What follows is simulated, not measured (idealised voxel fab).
process module | voxel transistor to metal
cross-section cut | 185 nm wide | cells 5 nm
A cross-section is a grid of square cells, given in bands from the top down. A band is one or more rows of cells.
Each band's line starts with the height of the band's top and of its bottom, in nm. Then come its materials from left to right, each with its width in nm. One material with "throughout" fills the band from edge to edge. "air" is empty space.
Height 0 is the level under which the wafer as received is all one material. The lowest band goes on downwards, as in "0 down".
A width such as "30 to 40" changes by the same amount from each row of cells to the next, from the band's top row to its bottom row.
"no change" after a step means that no cell of the cross-section changed.
closed voids: empty space of 8 cells or more with no open way to the top, each as width x height at its distance from the left edge, in nm
after a step's settings: what the simulator itself notes on the step
overlay nm, on a step with a mask: how far to the right of its planned place the mask lay; to the left if negative
plan
1 op RECEIVE | material Si
2 op OXIDIZE | depth nm 5
3 op CONFORMAL_DEP | material SiN | thk nm 10
4 op PATTERN | tone cover | mask id ACTIVE | material resist | width nm 115 | thk nm 15 | overlay nm 0
5 op DIRECTIONAL_ETCH | etch materials SiN | depth nm 10
6 op DIRECTIONAL_ETCH | etch materials SiO2 | depth nm 5
7 op DIRECTIONAL_ETCH | etch materials Si | depth nm 35
8 op STRIP | etch materials resist
9 op OXIDIZE | depth nm 5
10 op FILL_DEP | material SiO2 | thk nm 5
11 op CMP | height nm 10
12 op SELECTIVE_ETCH | etch materials SiO2 | depth nm 5
13 op STRIP | etch materials SiN
14 op SELECTIVE_ETCH | etch materials SiO2 | depth nm 5
15 op OXIDIZE | depth nm 5
16 op DIRECTIONAL_DEP | material polySi | thk nm 25
17 op DIRECTIONAL_DEP | material SiCN | thk nm 10
18 op MASKED_ETCH | tone cover | mask id GATE | width nm 35 | etch materials SiCN | depth nm 20 | overlay nm 0
19 op MASKED_ETCH | tone cover | mask id GATE | width nm 35 | etch materials polySi | depth nm 35 | overlay nm 0
20 op CONFORMAL_DEP | material SiN | thk nm 10
21 op DIRECTIONAL_ETCH | etch materials SiN | depth nm 10
22 op DIRECTIONAL_ETCH | etch materials SiO2 | depth nm 5
23 op DIRECTIONAL_ETCH | etch materials Si | depth nm 10
24 op EPI | material pSi | thk nm 15
25 op FILL_DEP | material SiO2 | thk nm 5
26 op CMP | height nm 20
27 op STRIP | etch materials polySi
28 op SELECTIVE_ETCH | etch materials SiO2 | depth nm 5
29 op CONFORMAL_DEP | material HfO2 | thk nm 5
30 op CONFORMAL_DEP | material TiN | thk nm 5
31 op FILL_DEP | material W | thk nm 5
32 op CMP | height nm 15
33 op DIRECTIONAL_DEP | material SiO2 | thk nm 10
34 op DIRECTIONAL_DEP | material aC | thk nm 15
35 op PATTERN | tone open | mask id CONTACT | material resist | width nm 15 | pitch nm 90 | thk nm 35 | overlay nm 0
36 op DIRECTIONAL_ETCH | etch materials aC | depth nm 15
37 op STRIP | etch materials resist
38 op DIRECTIONAL_ETCH | etch materials SiO2 | depth nm 30
39 op STRIP | etch materials aC
40 op CONFORMAL_DEP | material TiN | thk nm 5
41 op FILL_DEP | material W | thk nm 10
42 op CMP | height nm 25
43 op DIRECTIONAL_DEP | material TiN | thk nm 5
44 op DIRECTIONAL_DEP | material Ru | thk nm 20
45 op MASKED_ETCH | tone cover | mask id METAL_1 | width nm 15 | pitch nm 90 | etch materials Ru | depth nm 20 | overlay nm 0
46 op MASKED_ETCH | tone cover | mask id METAL_1 | width nm 15 | pitch nm 90 | etch materials TiN | depth nm 5 | overlay nm 0
47 op CONFORMAL_DEP | material SiN | thk nm 5
48 op FILL_DEP | material SiO2 | thk nm 10
49 op CMP | height nm 50
50 op CONFORMAL_DEP | material SiCN | thk nm 5
first wafer, as planned
as received, after step 1
  0 down: Si throughout
  closed voids: none
after step 2
  0 to -5: SiO2 throughout
  below -5: unchanged
after step 3
  10 to 0: SiN throughout
  below 0: unchanged
after step 4
  25 to 10: air 35 | resist 115 | air 35
  below 10: unchanged
after step 5
  25 to 10: air 35 | resist 115 | air 35
  10 to 0: air 35 | SiN 115 | air 35
  below 0: unchanged
after step 6
  25 to 10: air 35 | resist 115 | air 35
  10 to 0: air 35 | SiN 115 | air 35
  0 to -5: air 35 | SiO2 115 | air 35
  below -5: unchanged
after step 7
  25 to 10: air 35 | resist 115 | air 35
  10 to 0: air 35 | SiN 115 | air 35
  0 to -5: air 35 | SiO2 115 | air 35
  -5 to -40: air 35 | Si 115 | air 35
  below -40: unchanged
after step 8
  10 to 0: air 35 | SiN 115 | air 35
  below 0: unchanged
after step 9
  10 to 0: air 35 | SiN 115 | air 35
  0 to -5: air 35 | SiO2 115 | air 35
  -5 to -40: air 35 | SiO2 5 | Si 105 | SiO2 5 | air 35
  -40 to -45: SiO2 40 | Si 105 | SiO2 40
  below -45: unchanged
after step 10
  15 to 10: SiO2 throughout
  10 to 0: SiO2 35 | SiN 115 | SiO2 35
  0 to -5: SiO2 throughout
  -5 to -45: SiO2 40 | Si 105 | SiO2 40
  below -45: unchanged
after step 11
  10 to 0: SiO2 35 | SiN 115 | SiO2 35
  below 0: unchanged
after step 12
  10 to 5: air 35 | SiN 115 | air 35
  below 5: unchanged
after step 13
  5 to 0: SiO2 35 | air 115 | SiO2 35
  below 0: unchanged
after step 14
  0 to -5: SiO2 30 | air 125 | SiO2 30
  below -5: unchanged
after step 15
  0 to -5: SiO2 30 | air 125 | SiO2 30
  -5 to -10: SiO2 throughout
  below -10: unchanged
after step 16
  25 to 20: polySi 30 | air 125 | polySi 30
  20 to 0: polySi throughout
  0 to -5: SiO2 30 | polySi 125 | SiO2 30
  below -5: unchanged
after step 17
  35 to 30: SiCN 30 | air 125 | SiCN 30
  30 to 25: SiCN throughout
  25 to 20: polySi 30 | SiCN 125 | polySi 30
  below 20: unchanged
after step 18
  30 to 25: air 75 | SiCN 35 | air 75
  25 to 20: polySi 30 | air 45 | SiCN 35 | air 45 | polySi 30
  below 20: unchanged
after step 19
  30 to 20: air 75 | SiCN 35 | air 75
  20 to 0: air 75 | polySi 35 | air 75
  0 to -5: SiO2 30 | air 45 | polySi 35 | air 45 | SiO2 30
  below -5: unchanged
after step 20
  40 to 30: air 65 | SiN 55 | air 65
  30 to 20: air 65 | SiN 10 | SiCN 35 | SiN 10 | air 65
  20 to 10: air 65 | SiN 10 | polySi 35 | SiN 10 | air 65
  10 to 5: SiN 40 | air 25 | SiN 10 | polySi 35 | SiN 10 | air 25 | SiN 40
  5 to 0: SiN 75 | polySi 35 | SiN 75
  0 to -5: SiO2 30 | SiN 45 | polySi 35 | SiN 45 | SiO2 30
  below -5: unchanged
after step 21
  30 to 20: air 65 | SiN 10 | SiCN 35 | SiN 10 | air 65
  20 to 0: air 65 | SiN 10 | polySi 35 | SiN 10 | air 65
  0 to -5: SiO2 30 | SiN 10 | air 25 | SiN 10 | polySi 35 | SiN 10 | air 25 | SiN 10 | SiO2 30
  below -5: unchanged
after step 22
  30 to 20: air 65 | SiN 10 | SiCN 35 | SiN 10 | air 65
  20 to 0: air 65 | SiN 10 | polySi 35 | SiN 10 | air 65
  0 to -5: air 30 | SiN 10 | air 25 | SiN 10 | polySi 35 | SiN 10 | air 25 | SiN 10 | air 30
  -5 to -10: SiO2 40 | air 25 | SiO2 55 | air 25 | SiO2 40
  below -10: unchanged
after step 23
  30 to 20: air 65 | SiN 10 | SiCN 35 | SiN 10 | air 65
  20 to 0: air 65 | SiN 10 | polySi 35 | SiN 10 | air 65
  0 to -5: air 30 | SiN 10 | air 25 | SiN 10 | polySi 35 | SiN 10 | air 25 | SiN 10 | air 30
  -5 to -10: SiO2 40 | air 25 | SiO2 55 | air 25 | SiO2 40
  -10 to -20: SiO2 40 | air 25 | Si 55 | air 25 | SiO2 40
  below -20: unchanged
after step 24
  30 to 20: air 65 | SiN 10 | SiCN 35 | SiN 10 | air 65
  20 to 5: air 65 | SiN 10 | polySi 35 | SiN 10 | air 65
  5 to 0: air 50 | pSi 15 | SiN 10 | polySi 35 | SiN 10 | pSi 15 | air 50
  0 to -5: air 30 | SiN 10 | air 10 | pSi 15 | SiN 10 | polySi 35 | SiN 10 | pSi 15 | air 10 | SiN 10 | air 30
  -5 to -10: SiO2 40 | pSi 25 | SiO2 55 | pSi 25 | SiO2 40
  -10 to -20: SiO2 40 | pSi 25 | Si 55 | pSi 25 | SiO2 40
  below -20: unchanged
after step 25
  35 to 30: SiO2 throughout
  30 to 20: SiO2 65 | SiN 10 | SiCN 35 | SiN 10 | SiO2 65
  20 to 5: SiO2 65 | SiN 10 | polySi 35 | SiN 10 | SiO2 65
  5 to 0: SiO2 50 | pSi 15 | SiN 10 | polySi 35 | SiN 10 | pSi 15 | SiO2 50
  0 to -5: SiO2 30 | SiN 10 | SiO2 10 | pSi 15 | SiN 10 | polySi 35 | SiN 10 | pSi 15 | SiO2 10 | SiN 10 | SiO2 30
  below -5: unchanged
after step 26
  20 to 5: SiO2 65 | SiN 10 | polySi 35 | SiN 10 | SiO2 65
  below 5: unchanged
after step 27
  20 to 5: SiO2 65 | SiN 10 | air 35 | SiN 10 | SiO2 65
  5 to 0: SiO2 50 | pSi 15 | SiN 10 | air 35 | SiN 10 | pSi 15 | SiO2 50
  0 to -5: SiO2 30 | SiN 10 | SiO2 10 | pSi 15 | SiN 10 | air 35 | SiN 10 | pSi 15 | SiO2 10 | SiN 10 | SiO2 30
  below -5: unchanged
after step 28
  20 to 15: air 65 | SiN 10 | air 35 | SiN 10 | air 65
  15 to 5: SiO2 65 | SiN 10 | air 35 | SiN 10 | SiO2 65
  5 to 0: SiO2 50 | pSi 15 | SiN 10 | air 35 | SiN 10 | pSi 15 | SiO2 50
  0 to -5: SiO2 30 | SiN 10 | SiO2 10 | pSi 15 | SiN 10 | air 35 | SiN 10 | pSi 15 | SiO2 10 | SiN 10 | SiO2 30
  -5 to -10: SiO2 40 | pSi 25 | SiO2 5 | air 45 | SiO2 5 | pSi 25 | SiO2 40
  below -10: unchanged
after step 29
  25 to 20: air 60 | HfO2 20 | air 25 | HfO2 20 | air 60
  20 to 15: HfO2 65 | SiN 10 | HfO2 5 | air 25 | HfO2 5 | SiN 10 | HfO2 65
  15 to 5: SiO2 65 | SiN 10 | HfO2 5 | air 25 | HfO2 5 | SiN 10 | SiO2 65
  5 to 0: SiO2 50 | pSi 15 | SiN 10 | HfO2 5 | air 25 | HfO2 5 | SiN 10 | pSi 15 | SiO2 50
  0 to -5: SiO2 30 | SiN 10 | SiO2 10 | pSi 15 | SiN 10 | HfO2 5 | air 25 | HfO2 5 | SiN 10 | pSi 15 | SiO2 10 | SiN 10 | SiO2 30
  -5 to -10: SiO2 40 | pSi 25 | SiO2 5 | HfO2 45 | SiO2 5 | pSi 25 | SiO2 40
  below -10: unchanged
after step 30
  30 to 25: air 55 | TiN 30 | air 15 | TiN 30 | air 55
  25 to 20: TiN 60 | HfO2 20 | TiN 5 | air 15 | TiN 5 | HfO2 20 | TiN 60
  20 to 15: HfO2 65 | SiN 10 | HfO2 5 | TiN 5 | air 15 | TiN 5 | HfO2 5 | SiN 10 | HfO2 65
  15 to 5: SiO2 65 | SiN 10 | HfO2 5 | TiN 5 | air 15 | TiN 5 | HfO2 5 | SiN 10 | SiO2 65
  5 to 0: SiO2 50 | pSi 15 | SiN 10 | HfO2 5 | TiN 5 | air 15 | TiN 5 | HfO2 5 | SiN 10 | pSi 15 | SiO2 50
  0 to -5: SiO2 30 | SiN 10 | SiO2 10 | pSi 15 | SiN 10 | HfO2 5 | TiN 25 | HfO2 5 | SiN 10 | pSi 15 | SiO2 10 | SiN 10 | SiO2 30
  below -5: unchanged
after step 31
  35 to 30: W throughout
  30 to 25: W 55 | TiN 30 | W 15 | TiN 30 | W 55
  25 to 20: TiN 60 | HfO2 20 | TiN 5 | W 15 | TiN 5 | HfO2 20 | TiN 60
  20 to 15: HfO2 65 | SiN 10 | HfO2 5 | TiN 5 | W 15 | TiN 5 | HfO2 5 | SiN 10 | HfO2 65
  15 to 5: SiO2 65 | SiN 10 | HfO2 5 | TiN 5 | W 15 | TiN 5 | HfO2 5 | SiN 10 | SiO2 65
  5 to 0: SiO2 50 | pSi 15 | SiN 10 | HfO2 5 | TiN 5 | W 15 | TiN 5 | HfO2 5 | SiN 10 | pSi 15 | SiO2 50
  below 0: unchanged
after step 32
  15 to 5: SiO2 65 | SiN 10 | HfO2 5 | TiN 5 | W 15 | TiN 5 | HfO2 5 | SiN 10 | SiO2 65
  below 5: unchanged
after step 33
  25 to 15: SiO2 throughout
  below 15: unchanged
after step 34
  40 to 25: aC throughout
  below 25: unchanged
after step 35
  75 to 40: resist 40 | air 15 | resist 75 | air 15 | resist 40
  below 40: unchanged
after step 36
  60 to 40: resist 40 | air 15 | resist 75 | air 15 | resist 40
  40 to 25: aC 40 | air 15 | aC 75 | air 15 | aC 40
  below 25: unchanged
after step 37
  40 to 25: aC 40 | air 15 | aC 75 | air 15 | aC 40
  below 25: unchanged
after step 38
  40 to 25: aC 40 | air 15 | aC 75 | air 15 | aC 40
  25 to 15: SiO2 40 | air 15 | SiO2 75 | air 15 | SiO2 40
  15 to 5: SiO2 40 | air 15 | SiO2 10 | SiN 10 | HfO2 5 | TiN 5 | W 15 | TiN 5 | HfO2 5 | SiN 10 | SiO2 10 | air 15 | SiO2 40
  5 to 0: SiO2 40 | air 10 | pSi 15 | SiN 10 | HfO2 5 | TiN 5 | W 15 | TiN 5 | HfO2 5 | SiN 10 | pSi 15 | air 10 | SiO2 40
  0 to -5: SiO2 30 | SiN 10 | air 10 | pSi 15 | SiN 10 | HfO2 5 | TiN 25 | HfO2 5 | SiN 10 | pSi 15 | air 10 | SiN 10 | SiO2 30
  below -5: unchanged
after step 39
  25 to 15: SiO2 40 | air 15 | SiO2 75 | air 15 | SiO2 40
  below 15: unchanged
after step 40
  30 to 25: TiN 45 | air 5 | TiN 85 | air 5 | TiN 45
  25 to 15: SiO2 40 | TiN 5 | air 5 | TiN 5 | SiO2 75 | TiN 5 | air 5 | TiN 5 | SiO2 40
  15 to 10: SiO2 40 | TiN 5 | air 5 | TiN 5 | SiO2 10 | SiN 10 | HfO2 5 | TiN 5 | W 15 | TiN 5 | HfO2 5 | SiN 10 | SiO2 10 | TiN 5 | air 5 | TiN 5 | SiO2 40
  10 to 5: SiO2 40 | TiN 15 | SiO2 10 | SiN 10 | HfO2 5 | TiN 5 | W 15 | TiN 5 | HfO2 5 | SiN 10 | SiO2 10 | TiN 15 | SiO2 40
  5 to 0: SiO2 40 | TiN 10 | pSi 15 | SiN 10 | HfO2 5 | TiN 5 | W 15 | TiN 5 | HfO2 5 | SiN 10 | pSi 15 | TiN 10 | SiO2 40
  0 to -5: SiO2 30 | SiN 10 | TiN 10 | pSi 15 | SiN 10 | HfO2 5 | TiN 25 | HfO2 5 | SiN 10 | pSi 15 | TiN 10 | SiN 10 | SiO2 30
  below -5: unchanged
after step 41
  40 to 30: W throughout
  30 to 25: TiN 45 | W 5 | TiN 85 | W 5 | TiN 45
  25 to 15: SiO2 40 | TiN 5 | W 5 | TiN 5 | SiO2 75 | TiN 5 | W 5 | TiN 5 | SiO2 40
  15 to 10: SiO2 40 | TiN 5 | W 5 | TiN 5 | SiO2 10 | SiN 10 | HfO2 5 | TiN 5 | W 15 | TiN 5 | HfO2 5 | SiN 10 | SiO2 10 | TiN 5 | W 5 | TiN 5 | SiO2 40
  below 10: unchanged
after step 42
  25 to 15: SiO2 40 | TiN 5 | W 5 | TiN 5 | SiO2 75 | TiN 5 | W 5 | TiN 5 | SiO2 40
  below 15: unchanged
after step 43
  30 to 25: TiN throughout
  below 25: unchanged
after step 44
  50 to 30: Ru throughout
  below 30: unchanged
after step 45
  50 to 30: air 40 | Ru 15 | air 75 | Ru 15 | air 40
  below 30: unchanged
after step 46
  50 to 30: air 40 | Ru 15 | air 75 | Ru 15 | air 40
  30 to 25: air 40 | TiN 15 | air 75 | TiN 15 | air 40
  below 25: unchanged
after step 47
  55 to 50: air 35 | SiN 25 | air 65 | SiN 25 | air 35
  50 to 30: air 35 | SiN 5 | Ru 15 | SiN 5 | air 65 | SiN 5 | Ru 15 | SiN 5 | air 35
  30 to 25: SiN 40 | TiN 15 | SiN 75 | TiN 15 | SiN 40
  below 25: unchanged
after step 48
  65 to 55: SiO2 throughout
  55 to 50: SiO2 35 | SiN 25 | SiO2 65 | SiN 25 | SiO2 35
  50 to 30: SiO2 35 | SiN 5 | Ru 15 | SiN 5 | SiO2 65 | SiN 5 | Ru 15 | SiN 5 | SiO2 35
  below 30: unchanged
after step 49
  50 to 30: SiO2 35 | SiN 5 | Ru 15 | SiN 5 | SiO2 65 | SiN 5 | Ru 15 | SiN 5 | SiO2 35
  below 30: unchanged
after step 50
  55 to 50: SiCN throughout
  below 50: unchanged
second wafer: like start, like plan, one mistake. Through step 28 it matches the first wafer
when step 29 should have ended: no change
when step 30 should have ended
  25 to 20: air 60 | TiN 20 | air 25 | TiN 20 | air 60
  20 to 15: TiN 65 | SiN 10 | TiN 5 | air 25 | TiN 5 | SiN 10 | TiN 65
  15 to 5: SiO2 65 | SiN 10 | TiN 5 | air 25 | TiN 5 | SiN 10 | SiO2 65
  5 to 0: SiO2 50 | pSi 15 | SiN 10 | TiN 5 | air 25 | TiN 5 | SiN 10 | pSi 15 | SiO2 50
  0 to -5: SiO2 30 | SiN 10 | SiO2 10 | pSi 15 | SiN 10 | TiN 5 | air 25 | TiN 5 | SiN 10 | pSi 15 | SiO2 10 | SiN 10 | SiO2 30
  -5 to -10: SiO2 40 | pSi 25 | SiO2 5 | TiN 45 | SiO2 5 | pSi 25 | SiO2 40
  below -10: unchanged
when step 31 should have ended
  30 to 25: W throughout
  25 to 20: W 60 | TiN 20 | W 25 | TiN 20 | W 60
  20 to 15: TiN 65 | SiN 10 | TiN 5 | W 25 | TiN 5 | SiN 10 | TiN 65
  15 to 5: SiO2 65 | SiN 10 | TiN 5 | W 25 | TiN 5 | SiN 10 | SiO2 65
  5 to 0: SiO2 50 | pSi 15 | SiN 10 | TiN 5 | W 25 | TiN 5 | SiN 10 | pSi 15 | SiO2 50
  0 to -5: SiO2 30 | SiN 10 | SiO2 10 | pSi 15 | SiN 10 | TiN 5 | W 25 | TiN 5 | SiN 10 | pSi 15 | SiO2 10 | SiN 10 | SiO2 30
  below -5: unchanged
when step 32 should have ended
  15 to 5: SiO2 65 | SiN 10 | TiN 5 | W 25 | TiN 5 | SiN 10 | SiO2 65
  below 5: unchanged
when step 33 should have ended
  25 to 15: SiO2 throughout
  below 15: unchanged
when step 34 should have ended
  40 to 25: aC throughout
  below 25: unchanged
when step 35 should have ended
  75 to 40: resist 40 | air 15 | resist 75 | air 15 | resist 40
  below 40: unchanged
when step 36 should have ended
  60 to 40: resist 40 | air 15 | resist 75 | air 15 | resist 40
  40 to 25: aC 40 | air 15 | aC 75 | air 15 | aC 40
  below 25: unchanged
when step 37 should have ended
  40 to 25: aC 40 | air 15 | aC 75 | air 15 | aC 40
  below 25: unchanged
when step 38 should have ended
  40 to 25: aC 40 | air 15 | aC 75 | air 15 | aC 40
  25 to 15: SiO2 40 | air 15 | SiO2 75 | air 15 | SiO2 40
  15 to 5: SiO2 40 | air 15 | SiO2 10 | SiN 10 | TiN 5 | W 25 | TiN 5 | SiN 10 | SiO2 10 | air 15 | SiO2 40
  5 to 0: SiO2 40 | air 10 | pSi 15 | SiN 10 | TiN 5 | W 25 | TiN 5 | SiN 10 | pSi 15 | air 10 | SiO2 40
  0 to -5: SiO2 30 | SiN 10 | air 10 | pSi 15 | SiN 10 | TiN 5 | W 25 | TiN 5 | SiN 10 | pSi 15 | air 10 | SiN 10 | SiO2 30
  below -5: unchanged
when step 39 should have ended
  25 to 15: SiO2 40 | air 15 | SiO2 75 | air 15 | SiO2 40
  below 15: unchanged
when step 40 should have ended
  30 to 25: TiN 45 | air 5 | TiN 85 | air 5 | TiN 45
  25 to 15: SiO2 40 | TiN 5 | air 5 | TiN 5 | SiO2 75 | TiN 5 | air 5 | TiN 5 | SiO2 40
  15 to 10: SiO2 40 | TiN 5 | air 5 | TiN 5 | SiO2 10 | SiN 10 | TiN 5 | W 25 | TiN 5 | SiN 10 | SiO2 10 | TiN 5 | air 5 | TiN 5 | SiO2 40
  10 to 5: SiO2 40 | TiN 15 | SiO2 10 | SiN 10 | TiN 5 | W 25 | TiN 5 | SiN 10 | SiO2 10 | TiN 15 | SiO2 40
  5 to 0: SiO2 40 | TiN 10 | pSi 15 | SiN 10 | TiN 5 | W 25 | TiN 5 | SiN 10 | pSi 15 | TiN 10 | SiO2 40
  0 to -5: SiO2 30 | SiN 10 | TiN 10 | pSi 15 | SiN 10 | TiN 5 | W 25 | TiN 5 | SiN 10 | pSi 15 | TiN 10 | SiN 10 | SiO2 30
  below -5: unchanged
when step 41 should have ended
  40 to 30: W throughout
  30 to 25: TiN 45 | W 5 | TiN 85 | W 5 | TiN 45
  25 to 15: SiO2 40 | TiN 5 | W 5 | TiN 5 | SiO2 75 | TiN 5 | W 5 | TiN 5 | SiO2 40
  15 to 10: SiO2 40 | TiN 5 | W 5 | TiN 5 | SiO2 10 | SiN 10 | TiN 5 | W 25 | TiN 5 | SiN 10 | SiO2 10 | TiN 5 | W 5 | TiN 5 | SiO2 40
  below 10: unchanged
when step 42 should have ended
  25 to 15: SiO2 40 | TiN 5 | W 5 | TiN 5 | SiO2 75 | TiN 5 | W 5 | TiN 5 | SiO2 40
  below 15: unchanged
when step 43 should have ended
  30 to 25: TiN throughout
  below 25: unchanged
when step 44 should have ended
  50 to 30: Ru throughout
  below 30: unchanged
when step 45 should have ended
  50 to 30: air 40 | Ru 15 | air 75 | Ru 15 | air 40
  below 30: unchanged
when step 46 should have ended
  50 to 30: air 40 | Ru 15 | air 75 | Ru 15 | air 40
  30 to 25: air 40 | TiN 15 | air 75 | TiN 15 | air 40
  below 25: unchanged
when step 47 should have ended
  55 to 50: air 35 | SiN 25 | air 65 | SiN 25 | air 35
  50 to 30: air 35 | SiN 5 | Ru 15 | SiN 5 | air 65 | SiN 5 | Ru 15 | SiN 5 | air 35
  30 to 25: SiN 40 | TiN 15 | SiN 75 | TiN 15 | SiN 40
  below 25: unchanged
when step 48 should have ended
  65 to 55: SiO2 throughout
  55 to 50: SiO2 35 | SiN 25 | SiO2 65 | SiN 25 | SiO2 35
  50 to 30: SiO2 35 | SiN 5 | Ru 15 | SiN 5 | SiO2 65 | SiN 5 | Ru 15 | SiN 5 | SiO2 35
  below 30: unchanged
when step 49 should have ended
  50 to 30: SiO2 35 | SiN 5 | Ru 15 | SiN 5 | SiO2 65 | SiN 5 | Ru 15 | SiN 5 | SiO2 35
  below 30: unchanged
when step 50 should have ended
  55 to 50: SiCN throughout
  below 50: unchanged
what went wrong: step 29 was left out
at the end the second wafer has, in cells: 17 fewer of HfO2 | 6 more of TiN | 11 more of W
